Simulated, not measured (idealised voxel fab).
process module | voxel ribs on slabs
cross-section cut | 185 nm wide | cells 5 nm
A cross-section is a grid of square cells, given in bands from the top down. A band is one or more rows of cells.
Each band's line starts with the height of the band's top and of its bottom, in nm. Then come its materials from left to right, each with its width in nm. One material with "throughout" fills the band from edge to edge. "air" is empty space.
Height 0 is the level under which the wafer as received is all one material. The lowest band goes on downwards, as in "0 down".
A width such as "30 to 40" changes by the same amount from each row of cells to the next, from the band's top row to its bottom row.
"no change" after a step means that no cell of the cross-section changed.
closed voids: empty space of 8 cells or more with no open way to the top, each as width x height at its distance from the left edge, in nm
after a step's settings: what the simulator itself notes on the step
overlay nm, on a step with a mask: how far to the right of its planned place the mask lay; to the left if negative
plan
1 op RECEIVE | material Si
2 op DIRECTIONAL_DEP | material SiO2 | thk nm 20
3 op DIRECTIONAL_DEP | material polySi | thk nm 15
4 op MASKED_ETCH | tone cover | mask id RIB | width nm 15 | etch materials polySi | depth nm 5 | overlay nm 0
5 op MASKED_ETCH | tone cover | mask id SLAB | width nm 55 | etch materials polySi | depth nm 10 | overlay nm 0
6 op FILL_DEP | material SiO2 | thk nm 20
7 op CMP | height nm 45
8 op DIRECTIONAL_DEP | material TiN | thk nm 5
9 op DIRECTIONAL_DEP | material aC | thk nm 10
10 op PATTERN | tone cover | mask id HEATER | material resist | width nm 25 | thk nm 30 | overlay nm 0
11 op DIRECTIONAL_ETCH | etch materials aC | depth nm 10
12 op STRIP | etch materials resist
13 op DIRECTIONAL_ETCH | etch materials TiN | depth nm 5
14 op STRIP | etch materials aC
15 op CONFORMAL_DEP | material SiN | thk nm 5
as received, after step 1
  0 down: Si throughout
  closed voids: none
a wafer at the end: this start, this plan, one mistake
  55 to 50: air 75 | SiN 35 | air 75
  50 to 45: SiN 80 | TiN 25 | SiN 80
  45 to 35: SiO2 throughout
  35 to 30: SiO2 85 | polySi 15 | SiO2 85
  30 to 20: SiO2 65 | polySi 60 | SiO2 60
  20 to 0: SiO2 throughout
  0 down: Si throughout
  closed voids: none
what went wrong: step 5 ran as: op MASKED_ETCH | tone cover | mask id SLAB | width nm 60 | etch materials polySi | depth nm 10 | overlay nm 0
